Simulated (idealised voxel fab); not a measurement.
process module | voxel capacitor over wiring
cross-section cut | 180 nm wide | cells 5 nm
A cross-section is a grid of square cells, given in bands from the top down. A band is one or more rows of cells.
Each band's line starts with the height of the band's top and of its bottom, in nm. Then come its materials from left to right, each with its width in nm. One material with "throughout" fills the band from edge to edge. "air" is empty space.
Height 0 is the level under which the wafer as received is all one material. The lowest band goes on downwards, as in "0 down".
A width such as "30 to 40" changes by the same amount from each row of cells to the next, from the band's top row to its bottom row.
"no change" after a step means that no cell of the cross-section changed.
closed voids: empty space of 8 cells or more with no open way to the top, each as width x height at its distance from the left edge, in nm
after a step's settings: what the simulator itself notes on the step
overlay nm, on a step with a mask: how far to the right of its planned place the mask lay; to the left if negative
plan
1 op RECEIVE | material Si
2 op CONFORMAL_DEP | material SiO2 | thk nm 15
3 op CONFORMAL_DEP | material SiN | thk nm 5
4 op DIRECTIONAL_DEP | material lowk | thk nm 15
5 op PATTERN | tone open | mask id METAL_1 | material resist | width nm 30 | pitch nm 85 | thk nm 20 | overlay nm 0
6 op DIRECTIONAL_ETCH | etch materials lowk | depth nm 15
7 op DIRECTIONAL_ETCH | etch materials SiN | depth nm 5
8 op STRIP | etch materials resist
9 op CONFORMAL_DEP | material TiN | thk nm 5
10 op FILL_DEP | material Ru | thk nm 10
11 op CMP | height nm 35
12 op CONFORMAL_DEP | material SiCN | thk nm 5
13 op DIRECTIONAL_DEP | material lowk | thk nm 15
14 op DIRECTIONAL_DEP | material aC | thk nm 10
15 op PATTERN | tone open | mask id PLUG_1 | material resist | width nm 15 | thk nm 25 | overlay nm 0
16 op DIRECTIONAL_ETCH | etch materials aC | depth nm 10
17 op STRIP | etch materials resist
18 op DIRECTIONAL_ETCH | etch materials lowk | depth nm 15
19 op DIRECTIONAL_ETCH | etch materials SiCN | depth nm 5
20 op STRIP | etch materials aC
21 op CONFORMAL_DEP | material TiN | thk nm 5
22 op FILL_DEP | material W | thk nm 10
23 op CMP | height nm 55
24 op DIRECTIONAL_DEP | material TiN | thk nm 5
25 op DIRECTIONAL_DEP | material Al2O3 | thk nm 5
26 op DIRECTIONAL_DEP | material TiN | thk nm 10
27 op PATTERN | tone cover | mask id UPPER_PLATE | material resist | width nm 60 | thk nm 15 | overlay nm 0
28 op DIRECTIONAL_ETCH | etch materials TiN | depth nm 10
29 op DIRECTIONAL_ETCH | etch materials Al2O3 | depth nm 5
30 op STRIP | etch materials resist
31 op MASKED_ETCH | tone cover | mask id LOWER_PLATE | width nm 70 | etch materials TiN | depth nm 5 | overlay nm 0
32 op FILL_DEP | material SiO2 | thk nm 20
33 op CMP | height nm 90
34 op MASKED_ETCH | tone open | mask id PLUG_2 | width nm 15 | etch materials SiO2 | depth nm 15 | overlay nm 0
35 op CONFORMAL_DEP | material TiN | thk nm 5
36 op FILL_DEP | material W | thk nm 10
37 op CMP | height nm 90
38 op CONFORMAL_DEP | material SiN | thk nm 5
as received, after step 1
  0 down: Si throughout
  closed voids: none
first wafer at the end, as planned
  95 to 90: SiN throughout
  90 to 80: SiO2 55 | TiN 5 | W 5 | TiN 5 | SiO2 110
  80 to 75: SiO2 55 | TiN 15 | SiO2 110
  75 to 65: SiO2 45 | TiN 60 | SiO2 75
  65 to 60: SiO2 45 | Al2O3 60 | SiO2 75
  60 to 55: SiO2 40 | TiN 70 | SiO2 70
  55 to 40: lowk 45 | TiN 5 | W 5 | TiN 5 | lowk 120
  40 to 35: SiCN 45 | TiN 15 | SiCN 120
  35 to 20: lowk 30 | TiN 5 | Ru 20 | TiN 5 | lowk 55 | TiN 5 | Ru 20 | TiN 5 | lowk 35
  20 to 15: SiN 30 | TiN 30 | SiN 55 | TiN 30 | SiN 35
  15 to 0: SiO2 throughout
  0 down: Si throughout
  closed voids: none
second wafer at the end: like start, like plan, one mistake
  95 to 90: SiN throughout
  90 to 80: SiO2 65 | TiN 5 | W 5 | TiN 5 | SiO2 100
  80 to 75: SiO2 65 | TiN 15 | SiO2 100
  75 to 65: SiO2 45 | TiN 60 | SiO2 75
  65 to 60: SiO2 45 | Al2O3 60 | SiO2 75
  60 to 55: SiO2 40 | TiN 70 | SiO2 70
  55 to 40: lowk 45 | TiN 5 | W 5 | TiN 5 | lowk 120
  40 to 35: SiCN 45 | TiN 15 | SiCN 120
  35 to 20: lowk 30 | TiN 5 | Ru 20 | TiN 5 | lowk 55 | TiN 5 | Ru 20 | TiN 5 | lowk 35
  20 to 15: SiN 30 | TiN 30 | SiN 55 | TiN 30 | SiN 35
  15 to 0: SiO2 throughout
  0 down: Si throughout
  closed voids: none
what went wrong: step 34 ran as: op MASKED_ETCH | tone open | mask id PLUG_2 | width nm 15 | etch materials SiO2 | depth nm 15 | overlay nm 10
at the end the second wafer has, in cells: as many of each material as the first, in other places
